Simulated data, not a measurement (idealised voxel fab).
The name of this process module is voxel wiring stack.
Xsec cut, 155 nm wide, square cell size 5 nm.
Cross-section spec: square-cell grid; bands listed top down; each band is one or more rows. Quick guide to a band line: top height, bottom height (nm) up front; then every material left to right with its width in nm. Only one material and it's marked "edge to edge"? Then it fills the band edge to edge. And "blank" just means empty space. Note: height 0 marks the level under which the wafer is uniformly one material as received. Lowest band unbounded below, written "0 and below". Note: "30->40" means the width goes from the first number (top row of the band) to the second number (bottom row) in equal steps per row of cells. What does "no change occurred" mean for a step? It means no cell of the cross-section changed in that step. "Enclosed void inventory" lists enclosed empty spaces (at least 8 cells, no open path upward to the top), each as width x height at distance from the left edge, in nm. If you see something after the settings on a step's line, that's the simulator's own remark about that step. overlay nm: how far to the right of its planned place the mask lay on this masked step (negative: to the left). Pairs ahead. Before: cross-section ahead of one process step. After: cross-section once the step is done, shown to the lowest changed band only. Under each pair: that step, with settings. Caution: pairs may come from different runs of this module on the same starting wafer; a pair follows the pair above only where its "Pre-step geometry" entry says so.
## Pre-step geometry
	50 down to 45 = SiO2 edge to edge
	45 down to 40 = SiO2 25  SiN 30  SiO2 5  SiN 30  SiO2 5  SiN 30  SiO2 30
	40 down to 20 = SiO2 25  SiN 5  Ru 20  SiN 5  SiO2 5  SiN 5  Ru 20  SiN 5  SiO2 5  SiN 5  Ru 20  SiN 5  SiO2 30
	20 down to 15 = SiN 30  TiN 20  SiN 15  TiN 20  SiN 15  TiN 20  SiN 35
	15 down to 0 = SiO2 edge to edge
	0 and below = Si edge to edge
	Enclosed void inventory: none
## As Processed
	45 down to 40 = SiO2 25  SiN 30  SiO2 5  SiN 30  SiO2 5  SiN 30  SiO2 30
	Below a height of 40, the structure has not been altered.
	Enclosed void inventory: none
Step taken after the before cross-section and before the after cross-section above: CMP with height nm 45
Pre-step geometry: It is represented by the cross-section appearing after the step of the pair directly above.
## As Processed
	50 down to 45 = SiCN edge to edge
	Below a height of 45, the structure has not been altered.
	Enclosed void inventory: none
Step taken after the before cross-section and before the after cross-section above: CONFORMAL_DEP with material SiCN, thk nm 5
Pre-step geometry: It is represented by the cross-section appearing after the step of the pair directly above.
## As Processed
	60 down to 50 = SiO2 edge to edge
	Below a height of 50, the structure has not been altered.
	Enclosed void inventory: none
Step taken after the before cross-section and before the after cross-section above: DIRECTIONAL_DEP with material SiO2, thk nm 10
Pre-step geometry: It is represented by the cross-section appearing after the step of the pair directly above.
## As Processed
	75 down to 60 = resist 30  blank 15  resist 55  blank 15  resist 40
	Below a height of 60, the structure has not been altered.
	Enclosed void inventory: none
Step taken after the before cross-section and before the after cross-section above: PATTERN with tone open, mask id PLUG_1, material resist, width nm 15, pitch nm 70, thk nm 15, overlay nm 0
Pre-step geometry: It is represented by the cross-section appearing after the step of the pair directly above.
## As Processed
	75 down to 60 = resist 30  blank 15  resist 55  blank 15  resist 40
	60 down to 50 = SiO2 30  blank 15  SiO2 55  blank 15  SiO2 40
	Below a height of 50, the structure has not been altered.
	Enclosed void inventory: none
Step taken after the before cross-section and before the after cross-section above: DIRECTIONAL_ETCH with etch materials SiO2, depth nm 10
Pre-step geometry: It is represented by the cross-section appearing after the step of the pair directly above.
## As Processed
	75 down to 60 = resist 30  blank 15  resist 55  blank 15  resist 40
	60 down to 50 = SiO2 30  blank 15  SiO2 55  blank 15  SiO2 40
	50 down to 45 = SiCN 30  blank 15  SiCN 55  blank 15  SiCN 40
	Below a height of 45, the structure has not been altered.
	Enclosed void inventory: none
Step taken after the before cross-section and before the after cross-section above: DIRECTIONAL_ETCH with etch materials SiCN, depth nm 5
Pre-step geometry: It is represented by the cross-section appearing after the step of the pair directly above.
## As Processed
	60 down to 50 = SiO2 30  blank 15  SiO2 55  blank 15  SiO2 40
	Below a height of 50, the structure has not been altered.
	Enclosed void inventory: none
Step taken after the before cross-section and before the after cross-section above: STRIP with etch materials resist
Pre-step geometry: It is represented by the cross-section appearing after the step of the pair directly above.
## As Processed
	65 down to 60 = TiN 35  blank 5  TiN 65  blank 5  TiN 45
	60 down to 50 = SiO2 30  TiN 5  blank 5  TiN 5  SiO2 55  TiN 5  blank 5  TiN 5  SiO2 40
	50 down to 45 = SiCN 30  TiN 15  SiCN 55  TiN 15  SiCN 40
	Below a height of 45, the structure has not been altered.
	Enclosed void inventory: none
Step taken after the before cross-section and before the after cross-section above: CONFORMAL_DEP with material TiN, thk nm 5
Pre-step geometry: It is represented by the cross-section appearing after the step of the pair directly above.
## As Processed
	70 down to 65 = Cu edge to edge
	65 down to 60 = TiN 35  Cu 5  TiN 65  Cu 5  TiN 45
	60 down to 50 = SiO2 30  TiN 5  Cu 5  TiN 5  SiO2 55  TiN 5  Cu 5  TiN 5  SiO2 40
	Below a height of 50, the structure has not been altered.
	Enclosed void inventory: none
Step taken after the before cross-section and before the after cross-section above: FILL_DEP with material Cu, thk nm 5
Pre-step geometry: It is represented by the cross-section appearing after the step of the pair directly above.
## As Processed
	55 down to 50 = SiO2 30  TiN 5  Cu 5  TiN 5  SiO2 55  TiN 5  Cu 5  TiN 5  SiO2 40
	Below a height of 50, the structure has not been altered.
	Enclosed void inventory: none
Step taken after the before cross-section and before the after cross-section above: CMP with height nm 55
Pre-step geometry: It is represented by the cross-section appearing after the step of the pair directly above.
## As Processed
	60 down to 55 = SiN edge to edge
	Below a height of 55, the structure has not been altered.
	Enclosed void inventory: none
Step taken after the before cross-section and before the after cross-section above: CONFORMAL_DEP with material SiN, thk nm 5
Pre-step geometry: It is represented by the cross-section appearing after the step of the pair directly above.
## As Processed
	85 down to 60 = lowk edge to edge
	Below a height of 60, the structure has not been altered.
	Enclosed void inventory: none
Step taken after the before cross-section and before the after cross-section above: DIRECTIONAL_DEP with material lowk, thk nm 25
Pre-step geometry: It is represented by the cross-section appearing after the step of the pair directly above.
## As Processed
	100 down to 85 = aC edge to edge
	Below a height of 85, the structure has not been altered.
	Enclosed void inventory: none
Step taken after the before cross-section and before the after cross-section above: DIRECTIONAL_DEP with material aC, thk nm 15
Pre-step geometry: It is represented by the cross-section appearing after the step of the pair directly above.
## As Processed
	130 down to 100 = resist 30  blank 20  resist 15  blank 20  resist 15  blank 20  resist 35
	Below a height of 100, the structure has not been altered.
	Enclosed void inventory: none
Step taken after the before cross-section and before the after cross-section above: PATTERN with tone open, mask id METAL_2, material resist, width nm 20, pitch nm 35, thk nm 30, overlay nm 0
Pre-step geometry: It is represented by the cross-section appearing after the step of the pair directly above.
## As Processed
	115 down to 100 = resist 30  blank 20  resist 15  blank 20  resist 15  blank 20  resist 35
	100 down to 85 = aC 30  blank 20  aC 15  blank 20  aC 15  blank 20  aC 35
	Below a height of 85, the structure has not been altered.
	Enclosed void inventory: none
Step taken after the before cross-section and before the after cross-section above: DIRECTIONAL_ETCH with etch materials aC, depth nm 15
Pre-step geometry: It is represented by the cross-section appearing after the step of the pair directly above.
## As Processed
	100 down to 85 = aC 30  blank 20  aC 15  blank 20  aC 15  blank 20  aC 35
	Below a height of 85, the structure has not been altered.
	Enclosed void inventory: none
Step taken after the before cross-section and before the after cross-section above: STRIP with etch materials resist
Pre-step geometry: It is represented by the cross-section appearing after the step of the pair directly above.
## As Processed
	100 down to 85 = aC 30  blank 20  aC 15  blank 20  aC 15  blank 20  aC 35
	85 down to 60 = lowk 30  blank 20  lowk 15  blank 20  lowk 15  blank 20  lowk 35
	Below a height of 60, the structure has not been altered.
	Enclosed void inventory: none
Step taken after the before cross-section and before the after cross-section above: DIRECTIONAL_ETCH with etch materials lowk, depth nm 25
Pre-step geometry: It is represented by the cross-section appearing after the step of the pair directly above.
## As Processed
	100 down to 85 = aC 30  blank 20  aC 15  blank 20  aC 15  blank 20  aC 35
	85 down to 60 = lowk 30  blank 20  lowk 15  blank 20  lowk 15  blank 20  lowk 35
	60 down to 55 = SiN 30  blank 20  SiN 15  blank 20  SiN 15  blank 20  SiN 35
	Below a height of 55, the structure has not been altered.
	Enclosed void inventory: none
Step taken after the before cross-section and before the after cross-section above: DIRECTIONAL_ETCH with etch materials SiN, depth nm 5
Pre-step geometry: It is represented by the cross-section appearing after the step of the pair directly above.
## As Processed
	85 down to 60 = lowk 30  blank 20  lowk 15  blank 20  lowk 15  blank 20  lowk 35
	Below a height of 60, the structure has not been altered.
	Enclosed void inventory: none
Step taken after the before cross-section and before the after cross-section above: STRIP with etch materials aC
Pre-step geometry: It is represented by the cross-section appearing after the step of the pair directly above.
## As Processed
	90 down to 85 = TiN 35  blank 10  TiN 25  blank 10  TiN 25  blank 10  TiN 40
	85 down to 60 = lowk 30  TiN 5  blank 10  TiN 5  lowk 15  TiN 5  blank 10  TiN 5  lowk 15  TiN 5  blank 10  TiN 5  lowk 35
	60 down to 55 = SiN 30  TiN 20  SiN 15  TiN 20  SiN 15  TiN 20  SiN 35
	Below a height of 55, the structure has not been altered.
	Enclosed void inventory: none
Step taken after the before cross-section and before the after cross-section above: CONFORMAL_DEP with material TiN, thk nm 5
Pre-step geometry: It is represented by the cross-section appearing after the step of the pair directly above.
## As Processed
	100 down to 90 = Cu edge to edge
	90 down to 85 = TiN 35  Cu 10  TiN 25  Cu 10  TiN 25  Cu 10  TiN 40
	85 down to 60 = lowk 30  TiN 5  Cu 10  TiN 5  lowk 15  TiN 5  Cu 10  TiN 5  lowk 15  TiN 5  Cu 10  TiN 5  lowk 35
	Below a height of 60, the structure has not been altered.
	Enclosed void inventory: none
Step taken after the before cross-section and before the after cross-section above: FILL_DEP with material Cu, thk nm 10
Pre-step geometry: It is represented by the cross-section appearing after the step of the pair directly above.
## As Processed
	85 down to 60 = lowk 30  TiN 5  Cu 10  TiN 5  lowk 15  TiN 5  Cu 10  TiN 5  lowk 15  TiN 5  Cu 10  TiN 5  lowk 35
	Below a height of 60, the structure has not been altered.
	Enclosed void inventory: none
Step taken after the before cross-section and before the after cross-section above: CMP with height nm 85
Pre-step geometry: It is represented by the cross-section appearing after the step of the pair directly above.
## As Processed
	90 down to 85 = blank 25  Ru 30  blank 5  Ru 30  blank 5  Ru 30  blank 30
	Below a height of 85, the structure has not been altered.
	Enclosed void inventory: none
Step taken after the before cross-section and before the after cross-section above: EPI with material Ru, thk nm 5
Pre-step geometry: It is represented by the cross-section appearing after the step of the pair directly above.
## As Processed
	95 down to 90 = SiCN edge to edge
	90 down to 85 = SiCN 25  Ru 30  SiCN 5  Ru 30  SiCN 5  Ru 30  SiCN 30
	Below a height of 85, the structure has not been altered.
	Enclosed void inventory: none
Step taken after the before cross-section and before the after cross-section above: FILL_DEP with material SiCN, thk nm 5
Pre-step geometry: It is represented by the cross-section appearing after the step of the pair directly above.
## As Processed
	115 down to 95 = SiO2 edge to edge
	Below a height of 95, the structure has not been altered.
	Enclosed void inventory: none
Step taken after the before cross-section and before the after cross-section above: DIRECTIONAL_DEP with material SiO2, thk nm 20
Pre-step geometry: It is represented by the cross-section appearing after the step of the pair directly above.
## As Processed
	130 down to 115 = resist 30  blank 15  resist 20  blank 15  resist 20  blank 15  resist 40
	Below a height of 115, the structure has not been altered.
	Enclosed void inventory: none
Step taken after the before cross-section and before the after cross-section above: PATTERN with tone open, mask id PLUG_2, material resist, width nm 15, pitch nm 35, thk nm 15, overlay nm 0
Pre-step geometry: It is represented by the cross-section appearing after the step of the pair directly above.
## As Processed
	130 down to 115 = resist 30  blank 15  resist 20  blank 15  resist 20  blank 15  resist 40
	115 down to 95 = SiO2 30  blank 15  SiO2 20  blank 15  SiO2 20  blank 15  SiO2 40
	Below a height of 95, the structure has not been altered.
	Enclosed void inventory: none
Step taken after the before cross-section and before the after cross-section above: DIRECTIONAL_ETCH with etch materials SiO2, depth nm 20
Pre-step geometry: It is represented by the cross-section appearing after the step of the pair directly above.
## As Processed
	130 down to 115 = resist 30  blank 15  resist 20  blank 15  resist 20  blank 15  resist 40
	115 down to 95 = SiO2 30  blank 15  SiO2 20  blank 15  SiO2 20  blank 15  SiO2 40
	95 down to 90 = SiCN 30  blank 15  SiCN 20  blank 15  SiCN 20  blank 15  SiCN 40
	Below a height of 90, the structure has not been altered.
	Enclosed void inventory: none
Step taken after the before cross-section and before the after cross-section above: DIRECTIONAL_ETCH with etch materials SiCN, depth nm 5
Pre-step geometry: It is represented by the cross-section appearing after the step of the pair directly above.
## As Processed
	115 down to 95 = SiO2 30  blank 15  SiO2 20  blank 15  SiO2 20  blank 15  SiO2 40
	Below a height of 95, the structure has not been altered.
	Enclosed void inventory: none
Step taken after the before cross-section and before the after cross-section above: STRIP with etch materials resist
Pre-step geometry: It is represented by the cross-section appearing after the step of the pair directly above.
## As Processed
	115 down to 100 = SiO2 30  blank 15  SiO2 20  blank 15  SiO2 20  blank 15  SiO2 40
	100 down to 95 = SiO2 30  Ru 15  SiO2 20  Ru 15  SiO2 20  Ru 15  SiO2 40
	95 down to 85 = SiCN 30->25  Ru 15->30  SiCN 20->5  Ru 15->30  SiCN 20->5  Ru 15->30  SiCN 40->30
	Below a height of 85, the structure has not been altered.
	Enclosed void inventory: none
Step taken after the before cross-section and before the after cross-section above: EPI with material Ru, thk nm 10
Pre-step geometry: It is represented by the cross-section appearing after the step of the pair directly above.
## As Processed
	115 down to 110 = SiO2 30  blank 15  SiO2 20  blank 15  SiO2 20  blank 15  SiO2 40
	110 down to 95 = SiO2 30  Ru 15  SiO2 20  Ru 15  SiO2 20  Ru 15  SiO2 40
	Below a height of 95, the structure has not been altered.
	Enclosed void inventory: none
Step taken after the before cross-section and before the after cross-section above: EPI with material Ru, thk nm 10
Pre-step geometry: It is represented by the cross-section appearing after the step of the pair directly above.
## As Processed
	115 down to 95 = SiO2 30  Ru 15  SiO2 20  Ru 15  SiO2 20  Ru 15  SiO2 40
	Below a height of 95, the structure has not been altered.
	Enclosed void inventory: none
Step taken after the before cross-section and before the after cross-section above: EPI with material Ru, thk nm 5
Pre-step geometry: It is represented by the cross-section appearing after the step of the pair directly above.
## As Processed
	120 down to 115 = SiN edge to edge
	Below a height of 115, the structure has not been altered.
	Enclosed void inventory: none
Step taken after the before cross-section and before the after cross-section above: CONFORMAL_DEP with material SiN, thk nm 5
Pre-step geometry: It is represented by the cross-section appearing after the step of the pair directly above.
## As Processed
	135 down to 120 = lowk edge to edge
	Below a height of 120, the structure has not been altered.
	Enclosed void inventory: none
Step taken after the before cross-section and before the after cross-section above: DIRECTIONAL_DEP with material lowk, thk nm 15
Pre-step geometry: It is represented by the cross-section appearing after the step of the pair directly above.
## As Processed
	135 down to 120 = lowk 30  blank 20  lowk 15  blank 20  lowk 15  blank 20  lowk 35
	Below a height of 120, the structure has not been altered.
	Enclosed void inventory: none
Step taken after the before cross-section and before the after cross-section above: MASKED_ETCH with tone open, mask id METAL_3, width nm 20, pitch nm 35, etch materials lowk, depth nm 15, overlay nm 0
Pre-step geometry: It is represented by the cross-section appearing after the step of the pair directly above.
## As Processed
	135 down to 120 = lowk 30  blank 20  lowk 15  blank 20  lowk 15  blank 20  lowk 35
	120 down to 115 = SiN 30  blank 20  SiN 15  blank 20  SiN 15  blank 20  SiN 35
	Below a height of 115, the structure has not been altered.
	Enclosed void inventory: none
Step taken after the before cross-section and before the after cross-section above: MASKED_ETCH with tone open, mask id METAL_3, width nm 20, pitch nm 35, etch materials SiN, depth nm 5, overlay nm 0
Pre-step geometry: It is represented by the cross-section appearing after the step of the pair directly above.
## As Processed
	140 down to 135 = TiN 35  blank 10  TiN 25  blank 10  TiN 25  blank 10  TiN 40
	135 down to 120 = lowk 30  TiN 5  blank 10  TiN 5  lowk 15  TiN 5  blank 10  TiN 5  lowk 15  TiN 5  blank 10  TiN 5  lowk 35
	120 down to 115 = SiN 30  TiN 20  SiN 15  TiN 20  SiN 15  TiN 20  SiN 35
	Below a height of 115, the structure has not been altered.
	Enclosed void inventory: none
Step taken after the before cross-section and before the after cross-section above: CONFORMAL_DEP with material TiN, thk nm 5
Pre-step geometry: It is represented by the cross-section appearing after the step of the pair directly above.
## As Processed
	145 down to 140 = Cu edge to edge
	140 down to 135 = TiN 35  Cu 10  TiN 25  Cu 10  TiN 25  Cu 10  TiN 40
	135 down to 120 = lowk 30  TiN 5  Cu 10  TiN 5  lowk 15  TiN 5  Cu 10  TiN 5  lowk 15  TiN 5  Cu 10  TiN 5  lowk 35
	Below a height of 120, the structure has not been altered.
	Enclosed void inventory: none
Step taken after the before cross-section and before the after cross-section above: FILL_DEP with material Cu, thk nm 5
Pre-step geometry: It is represented by the cross-section appearing after the step of the pair directly above.
## As Processed
	135 down to 120 = lowk 30  TiN 5  Cu 10  TiN 5  lowk 15  TiN 5  Cu 10  TiN 5  lowk 15  TiN 5  Cu 10  TiN 5  lowk 35
	Below a height of 120, the structure has not been altered.
	Enclosed void inventory: none
Step taken after the before cross-section and before the after cross-section above: CMP with height nm 135
Pre-step geometry: It is represented by the cross-section appearing after the step of the pair directly above.
## As Processed
	140 down to 135 = SiN edge to edge
	Below a height of 135, the structure has not been altered.
	Enclosed void inventory: none
Step taken after the before cross-section and before the after cross-section above: CONFORMAL_DEP with material SiN, thk nm 5
## Pre-step geometry
	135 down to 120 = lowk edge to edge
	120 down to 115 = SiN edge to edge
	115 down to 95 = SiO2 30  Ru 15  SiO2 20  Ru 15  SiO2 20  Ru 15  SiO2 40
	95 down to 85 = SiCN 30->25  Ru 15->30  SiCN 20->5  Ru 15->30  SiCN 20->5  Ru 15->30  SiCN 40->30
	85 down to 60 = lowk 30  TiN 5  Cu 10  TiN 5  lowk 15  TiN 5  Cu 10  TiN 5  lowk 15  TiN 5  Cu 10  TiN 5  lowk 35
	60 down to 55 = SiN 30  TiN 20  SiN 15  TiN 20  SiN 15  TiN 20  SiN 35
	55 down to 45 = SiO2 30  TiN 5  Cu 5  TiN 5  SiO2 55  TiN 5  Cu 5  TiN 5  SiO2 40
	45 down to 40 = SiCN 30  TiN 15  SiCN 55  TiN 15  SiCN 40
	40 down to 20 = SiO2 25  SiN 5  Ru 20  SiN 5  SiO2 5  SiN 5  Ru 20  SiN 5  SiO2 5  SiN 5  Ru 20  SiN 5  SiO2 30
	20 down to 15 = SiN 30  TiN 20  SiN 15  TiN 20  SiN 15  TiN 20  SiN 35
	15 down to 0 = SiO2 edge to edge
	0 and below = Si edge to edge
	Enclosed void inventory: none
## As Processed
	135 down to 120 = lowk 35  blank 15  lowk 20  blank 15  lowk 20  blank 15  lowk 35
	Below a height of 120, the structure has not been altered.
	Enclosed void inventory: none
Step taken after the before cross-section and before the after cross-section above: MASKED_ETCH with tone open, mask id METAL_3, width nm 15, pitch nm 35, etch materials lowk, depth nm 15, overlay nm 0
Pre-step geometry: It is represented by the cross-section appearing after the step of the pair directly above.
## As Processed
	135 down to 120 = lowk 35  blank 15  lowk 20  blank 15  lowk 20  blank 15  lowk 35
	120 down to 115 = SiN 35  blank 15  SiN 20  blank 15  SiN 20  blank 15  SiN 35
	Below a height of 115, the structure has not been altered.
	Enclosed void inventory: none
Step taken after the before cross-section and before the after cross-section above: MASKED_ETCH with tone open, mask id METAL_3, width nm 20, pitch nm 35, etch materials SiN, depth nm 5, overlay nm 0
Pre-step geometry: It is represented by the cross-section appearing after the step of the pair directly above.
## As Processed
	140 down to 135 = TiN 40  blank 5  TiN 30  blank 5  TiN 30  blank 5  TiN 40
	135 down to 120 = lowk 35  TiN 5  blank 5  TiN 5  lowk 20  TiN 5  blank 5  TiN 5  lowk 20  TiN 5  blank 5  TiN 5  lowk 35
	120 down to 115 = SiN 35  TiN 15  SiN 20  TiN 15  SiN 20  TiN 15  SiN 35
	Below a height of 115, the structure has not been altered.
	Enclosed void inventory: none
Step taken after the before cross-section and before the after cross-section above: CONFORMAL_DEP with material TiN, thk nm 5
Pre-step geometry: It is represented by the cross-section appearing after the step of the pair directly above.
## As Processed
	145 down to 140 = Cu edge to edge
	140 down to 135 = TiN 40  Cu 5  TiN 30  Cu 5  TiN 30  Cu 5  TiN 40
	135 down to 120 = lowk 35  TiN 5  Cu 5  TiN 5  lowk 20  TiN 5  Cu 5  TiN 5  lowk 20  TiN 5  Cu 5  TiN 5  lowk 35
	Below a height of 120, the structure has not been altered.
	Enclosed void inventory: none
Step taken after the before cross-section and before the after cross-section above: FILL_DEP with material Cu, thk nm 5
Pre-step geometry: It is represented by the cross-section appearing after the step of the pair directly above.
## As Processed
	135 down to 120 = lowk 35  TiN 5  Cu 5  TiN 5  lowk 20  TiN 5  Cu 5  TiN 5  lowk 20  TiN 5  Cu 5  TiN 5  lowk 35
	Below a height of 120, the structure has not been altered.
	Enclosed void inventory: none
Step taken after the before cross-section and before the after cross-section above: CMP with height nm 135
Pre-step geometry: It is represented by the cross-section appearing after the step of the pair directly above.
## As Processed
	140 down to 135 = SiN edge to edge
	Below a height of 135, the structure has not been altered.
	Enclosed void inventory: none
Step taken after the before cross-section and before the after cross-section above: CONFORMAL_DEP with material SiN, thk nm 5
## Pre-step geometry
	135 down to 120 = lowk 30  blank 20  lowk 15  blank 20  lowk 15  blank 20  lowk 35
	120 down to 115 = SiN edge to edge
	115 down to 95 = SiO2 30  Ru 15  SiO2 20  Ru 15  SiO2 20  Ru 15  SiO2 40
	95 down to 85 = SiCN 30->25  Ru 15->30  SiCN 20->5  Ru 15->30  SiCN 20->5  Ru 15->30  SiCN 40->30
	85 down to 60 = lowk 30  TiN 5  Cu 10  TiN 5  lowk 15  TiN 5  Cu 10  TiN 5  lowk 15  TiN 5  Cu 10  TiN 5  lowk 35
	60 down to 55 = SiN 30  TiN 20  SiN 15  TiN 20  SiN 15  TiN 20  SiN 35
	55 down to 45 = SiO2 30  TiN 5  Cu 5  TiN 5  SiO2 55  TiN 5  Cu 5  TiN 5  SiO2 40
	45 down to 40 = SiCN 30  TiN 15  SiCN 55  TiN 15  SiCN 40
	40 down to 20 = SiO2 25  SiN 5  Ru 20  SiN 5  SiO2 5  SiN 5  Ru 20  SiN 5  SiO2 5  SiN 5  Ru 20  SiN 5  SiO2 30
	20 down to 15 = SiN 30  TiN 20  SiN 15  TiN 20  SiN 15  TiN 20  SiN 35
	15 down to 0 = SiO2 edge to edge
	0 and below = Si edge to edge
	Enclosed void inventory: none
## As Processed
	135 down to 120 = lowk 30  blank 20  lowk 15  blank 20  lowk 15  blank 20  lowk 35
	120 down to 115 = SiN 30  blank 10  SiN 25  blank 10  SiN 25  blank 10  SiN 45
	Below a height of 115, the structure has not been altered.
	Enclosed void inventory: none
Step taken after the before cross-section and before the after cross-section above: MASKED_ETCH with tone open, mask id METAL_3, width nm 20, pitch nm 35, etch materials SiN, depth nm 5, overlay nm -10
Pre-step geometry: It is represented by the cross-section appearing after the step of the pair directly above.
## As Processed
	140 down to 135 = TiN 35  blank 10  TiN 25  blank 10  TiN 25  blank 10  TiN 40
	135 down to 125 = lowk 30  TiN 5  blank 10  TiN 5  lowk 15  TiN 5  blank 10  TiN 5  lowk 15  TiN 5  blank 10  TiN 5  lowk 35
	125 down to 120 = lowk 30  TiN 20  lowk 15  TiN 20  lowk 15  TiN 20  lowk 35
	120 down to 115 = SiN 30  TiN 10  SiN 25  TiN 10  SiN 25  TiN 10  SiN 45
	Below a height of 115, the structure has not been altered.
	Enclosed void inventory: none
Step taken after the before cross-section and before the after cross-section above: CONFORMAL_DEP with material TiN, thk nm 5
Pre-step geometry: It is represented by the cross-section appearing after the step of the pair directly above.
## As Processed
	145 down to 140 = Cu edge to edge
	140 down to 135 = TiN 35  Cu 10  TiN 25  Cu 10  TiN 25  Cu 10  TiN 40
	135 down to 125 = lowk 30  TiN 5  Cu 10  TiN 5  lowk 15  TiN 5  Cu 10  TiN 5  lowk 15  TiN 5  Cu 10  TiN 5  lowk 35
	Below a height of 125, the structure has not been altered.
	Enclosed void inventory: none
Step taken after the before cross-section and before the after cross-section above: FILL_DEP with material Cu, thk nm 5
Pre-step geometry: It is represented by the cross-section appearing after the step of the pair directly above.
## As Processed
	135 down to 125 = lowk 30  TiN 5  Cu 10  TiN 5  lowk 15  TiN 5  Cu 10  TiN 5  lowk 15  TiN 5  Cu 10  TiN 5  lowk 35
	Below a height of 125, the structure has not been altered.
	Enclosed void inventory: none
Step taken after the before cross-section and before the after cross-section above: CMP with height nm 135
Pre-step geometry: It is represented by the cross-section appearing after the step of the pair directly above.
## As Processed
	140 down to 135 = SiN edge to edge
	Below a height of 135, the structure has not been altered.
	Enclosed void inventory: none
Step taken after the before cross-section and before the after cross-section above: CONFORMAL_DEP with material SiN, thk nm 5
## Pre-step geometry
	40 down to 20 = SiO2 25  SiN 5  Ru 20  SiN 5  SiO2 5  SiN 5  Ru 20  SiN 5  SiO2 5  SiN 5  Ru 20  SiN 5  SiO2 30
	20 down to 15 = SiN 30  TiN 20  SiN 15  TiN 20  SiN 15  TiN 20  SiN 35
	15 down to 0 = SiO2 edge to edge
	0 and below = Si edge to edge
	Enclosed void inventory: none
## As Processed
	45 down to 40 = Ru edge to edge
	Below a height of 40, the structure has not been altered.
	Enclosed void inventory: none
Step taken after the before cross-section and before the after cross-section above: CONFORMAL_DEP with material Ru, thk nm 5
Pre-step geometry: It is represented by the cross-section appearing after the step of the pair directly above.
## As Processed
	55 down to 45 = SiO2 edge to edge
	Below a height of 45, the structure has not been altered.
	Enclosed void inventory: none
Step taken after the before cross-section and before the after cross-section above: DIRECTIONAL_DEP with material SiO2, thk nm 10
Pre-step geometry: It is represented by the cross-section appearing after the step of the pair directly above.
## As Processed
	70 down to 55 = resist 30  blank 15  resist 55  blank 15  resist 40
	Below a height of 55, the structure has not been altered.
	Enclosed void inventory: none
Step taken after the before cross-section and before the after cross-section above: PATTERN with tone open, mask id PLUG_1, material resist, width nm 15, pitch nm 70, thk nm 15, overlay nm 0
Pre-step geometry: It is represented by the cross-section appearing after the step of the pair directly above.
## As Processed
	70 down to 55 = resist 30  blank 15  resist 55  blank 15  resist 40
	55 down to 45 = SiO2 30  blank 15  SiO2 55  blank 15  SiO2 40
	Below a height of 45, the structure has not been altered.
	Enclosed void inventory: none
Step taken after the before cross-section and before the after cross-section above: DIRECTIONAL_ETCH with etch materials SiO2, depth nm 10
Pre-step geometry: It is represented by the cross-section appearing after the step of the pair directly above.
## As Processed
	55 down to 45 = SiO2 30  blank 15  SiO2 55  blank 15  SiO2 40
	Below a height of 45, the structure has not been altered.
	Enclosed void inventory: none
Step taken after the before cross-section and before the after cross-section above: STRIP with etch materials resist
Pre-step geometry: It is represented by the cross-section appearing after the step of the pair directly above.
## As Processed
	60 down to 55 = TiN 35  blank 5  TiN 65  blank 5  TiN 45
	55 down to 50 = SiO2 30  TiN 5  blank 5  TiN 5  SiO2 55  TiN 5  blank 5  TiN 5  SiO2 40
	50 down to 45 = SiO2 30  TiN 15  SiO2 55  TiN 15  SiO2 40
	Below a height of 45, the structure has not been altered.
	Enclosed void inventory: none
Step taken after the before cross-section and before the after cross-section above: CONFORMAL_DEP with material TiN, thk nm 5
Pre-step geometry: It is represented by the cross-section appearing after the step of the pair directly above.
## As Processed
	65 down to 60 = Cu edge to edge
	60 down to 55 = TiN 35  Cu 5  TiN 65  Cu 5  TiN 45
	55 down to 50 = SiO2 30  TiN 5  Cu 5  TiN 5  SiO2 55  TiN 5  Cu 5  TiN 5  SiO2 40
	Below a height of 50, the structure has not been altered.
	Enclosed void inventory: none
Step taken after the before cross-section and before the after cross-section above: FILL_DEP with material Cu, thk nm 5
Pre-step geometry: It is represented by the cross-section appearing after the step of the pair directly above.
## As Processed
	55 down to 50 = SiO2 30  TiN 5  Cu 5  TiN 5  SiO2 55  TiN 5  Cu 5  TiN 5  SiO2 40
	Below a height of 50, the structure has not been altered.
	Enclosed void inventory: none
Step taken after the before cross-section and before the after cross-section above: CMP with height nm 55
Pre-step geometry: It is represented by the cross-section appearing after the step of the pair directly above.
## As Processed
	60 down to 55 = SiN edge to edge
	Below a height of 55, the structure has not been altered.
	Enclosed void inventory: none
Step taken after the before cross-section and before the after cross-section above: CONFORMAL_DEP with material SiN, thk nm 5
Pre-step geometry: It is represented by the cross-section appearing after the step of the pair directly above.
## As Processed
	85 down to 60 = lowk edge to edge
	Below a height of 60, the structure has not been altered.
	Enclosed void inventory: none
Step taken after the before cross-section and before the after cross-section above: DIRECTIONAL_DEP with material lowk, thk nm 25
Pre-step geometry: It is represented by the cross-section appearing after the step of the pair directly above.
## As Processed
	100 down to 85 = aC edge to edge
	Below a height of 85, the structure has not been altered.
	Enclosed void inventory: none
Step taken after the before cross-section and before the after cross-section above: DIRECTIONAL_DEP with material aC, thk nm 15
Pre-step geometry: It is represented by the cross-section appearing after the step of the pair directly above.
## As Processed
	130 down to 100 = resist 30  blank 20  resist 15  blank 20  resist 15  blank 20  resist 35
	Below a height of 100, the structure has not been altered.
	Enclosed void inventory: none
Step taken after the before cross-section and before the after cross-section above: PATTERN with tone open, mask id METAL_2, material resist, width nm 20, pitch nm 35, thk nm 30, overlay nm 0
Pre-step geometry: It is represented by the cross-section appearing after the step of the pair directly above.
## As Processed
	115 down to 100 = resist 30  blank 20  resist 15  blank 20  resist 15  blank 20  resist 35
	100 down to 85 = aC 30  blank 20  aC 15  blank 20  aC 15  blank 20  aC 35
	Below a height of 85, the structure has not been altered.
	Enclosed void inventory: none
Step taken after the before cross-section and before the after cross-section above: DIRECTIONAL_ETCH with etch materials aC, depth nm 15
Pre-step geometry: It is represented by the cross-section appearing after the step of the pair directly above.
## As Processed
	100 down to 85 = aC 30  blank 20  aC 15  blank 20  aC 15  blank 20  aC 35
	Below a height of 85, the structure has not been altered.
	Enclosed void inventory: none
Step taken after the before cross-section and before the after cross-section above: STRIP with etch materials resist
Pre-step geometry: It is represented by the cross-section appearing after the step of the pair directly above.
## As Processed
	100 down to 85 = aC 30  blank 20  aC 15  blank 20  aC 15  blank 20  aC 35
	85 down to 60 = lowk 30  blank 20  lowk 15  blank 20  lowk 15  blank 20  lowk 35
	Below a height of 60, the structure has not been altered.
	Enclosed void inventory: none
Step taken after the before cross-section and before the after cross-section above: DIRECTIONAL_ETCH with etch materials lowk, depth nm 25
